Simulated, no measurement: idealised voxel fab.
You're looking at the process module voxel transistor to metal.
This is section cut - it's 175 nm across, gridded in 5 nm square cells.
Bands, listed from the top down, are how a cross-section gets written in this document; the cross-section itself is a grid of square cells, and a band is one or more rows of them.
It is stipulated that each band's entry specify, in nanometres, the height of the top of the band and then that of its bottom, followed by the materials of the band in left-to-right sequence, each together with its width in nanometres. A single material marked by the word "everywhere" is understood to fill the band from edge to edge; the word "air" is understood to denote empty space.
We count height from 0. Below that, the starting wafer is all one material. The lowest band never ends at the bottom but goes on down; see "0 nm and below" for how that is written.
The two numbers in a width such as "30..40" mark its ends across the band: the first belongs to the top row of cells, the second to the bottom row, and from each row to the next the width moves by the same amount.
The cross-section has no changed cell in any step marked "remained unchanged".
Closed-off voids of 8+ cells (no open route to the top) go in "Tabulated closed voids", written width x height at distance from the left edge, in nm.
That trailing text on a step's line, after the settings, is the simulator's own remark on the step.
overlay nm: step with mask; distance mask lay right of planned place; negative value = left of planned place.
These are the steps we planned for the process
1) RECEIVE with material Si
2) OXIDIZE with depth nm 5
3) CONFORMAL_DEP with material SiN, thk nm 10
4) DIRECTIONAL_DEP with material aC, thk nm 15
5) PATTERN with tone cover, mask id ACTIVE, material resist, width nm 115, thk nm 35, overlay nm 0
6) DIRECTIONAL_ETCH with etch materials aC, depth nm 15
7) STRIP with etch materials resist
8) DIRECTIONAL_ETCH with etch materials SiN, depth nm 10
9) DIRECTIONAL_ETCH with etch materials SiO2, depth nm 5
10) DIRECTIONAL_ETCH with etch materials Si, depth nm 20
11) STRIP with etch materials aC
12) OXIDIZE with depth nm 5
13) FILL_DEP with material SiO2, thk nm 5
14) CMP with height nm 10
15) SELECTIVE_ETCH with etch materials SiO2, depth nm 10
16) STRIP with etch materials SiN
17) SELECTIVE_ETCH with etch materials SiO2, depth nm 5
18) OXIDIZE with depth nm 5
19) DIRECTIONAL_DEP with material polySi, thk nm 30
20) DIRECTIONAL_DEP with material SiCN, thk nm 10
21) PATTERN with tone cover, mask id GATE, material resist, width nm 25, thk nm 15, overlay nm 0
22) DIRECTIONAL_ETCH with etch materials SiCN, depth nm 20
23) DIRECTIONAL_ETCH with etch materials polySi, depth nm 40
24) STRIP with etch materials resist
25) CONFORMAL_DEP with material SiO2, thk nm 5
26) DIRECTIONAL_ETCH with etch materials SiO2, depth nm 5
27) CONFORMAL_DEP with material SiN, thk nm 10
28) DIRECTIONAL_ETCH with etch materials SiN, depth nm 10
29) DIRECTIONAL_ETCH with etch materials SiO2, depth nm 5
30) DIRECTIONAL_ETCH with etch materials Si, depth nm 5
31) EPI with material pSi, thk nm 5
32) FILL_DEP with material SiO2, thk nm 5
33) CMP with height nm 25
34) STRIP with etch materials polySi
35) SELECTIVE_ETCH with etch materials SiO2, depth nm 5
36) CONFORMAL_DEP with material HfO2, thk nm 5
37) CONFORMAL_DEP with material TiN, thk nm 5
38) FILL_DEP with material W, thk nm 5
39) CMP with height nm 20
40) DIRECTIONAL_DEP with material SiO2, thk nm 10
41) MASKED_ETCH with tone open, mask id CONTACT, width nm 20, pitch nm 75, etch materials SiO2, depth nm 40, overlay nm 0
42) CONFORMAL_DEP with material TiN, thk nm 5
43) FILL_DEP with material W, thk nm 5
44) CMP with height nm 30
45) CONFORMAL_DEP with material SiCN, thk nm 5
46) DIRECTIONAL_DEP with material lowk, thk nm 25
47) PATTERN with tone open, mask id METAL_1, material resist, width nm 20, pitch nm 75, thk nm 20, overlay nm 0
48) DIRECTIONAL_ETCH with etch materials lowk, depth nm 25
49) DIRECTIONAL_ETCH with etch materials SiCN, depth nm 5
50) STRIP with etch materials resist
51) CONFORMAL_DEP with material TiN, thk nm 5
52) FILL_DEP with material W, thk nm 5
53) CMP with height nm 60
54) EPI with material Ru, thk nm 5
55) FILL_DEP with material SiCN, thk nm 5
56) DIRECTIONAL_DEP with material lowk, thk nm 25
57) PATTERN with tone open, mask id METAL_2, material resist, width nm 20, pitch nm 75, thk nm 15, overlay nm 0
58) DIRECTIONAL_ETCH with etch materials lowk, depth nm 15
59) STRIP with etch materials resist
60) PATTERN with tone open, mask id METAL_2_HOLES, material resist, width nm 15, pitch nm 75, thk nm 15, overlay nm 0
61) DIRECTIONAL_ETCH with etch materials lowk, depth nm 10
62) DIRECTIONAL_ETCH with etch materials SiCN, depth nm 5
63) STRIP with etch materials resist
64) CONFORMAL_DEP with material TiN, thk nm 5
65) FILL_DEP with material Cu, thk nm 5
66) CMP with height nm 95
67) CONFORMAL_DEP with material SiN, thk nm 5
The wafers are alike at the start. At step 51, their thk nm differs. The plan lists the first wafer's value.
Here's the first of the wafers in cross-section, just as we got it, i.e. after step 1
> 0 nm and below | Si everywhere
> Tabulated closed voids: none
The following table contains a row per wafer, in which are reported, at the conclusion of the module, the cells of each material gained (+) or lost (-) since the wafer's receipt, with its closed voids given thereafter
thk nm 5, +14 Cu, +17 HfO2, +12 Ru, -136 Si, +79 SiCN, +55 SiN, +210 SiO2, +105 TiN, +58 W, +274 lowk, +12 pSi, Tabulated closed voids: none
thk nm 10, +14 Cu, +17 HfO2, +12 Ru, -136 Si, +79 SiCN, +55 SiN, +210 SiO2, +125 TiN, +38 W, +274 lowk, +12 pSi, Tabulated closed voids: none
thk nm 15, +14 Cu, +17 HfO2, +12 Ru, -136 Si, +79 SiCN, +55 SiN, +210 SiO2, +125 TiN, +38 W, +274 lowk, +12 pSi, Tabulated closed voids: none
thk nm 20, +14 Cu, +17 HfO2, +12 Ru, -136 Si, +79 SiCN, +55 SiN, +210 SiO2, +125 TiN, +38 W, +274 lowk, +12 pSi, Tabulated closed voids: none
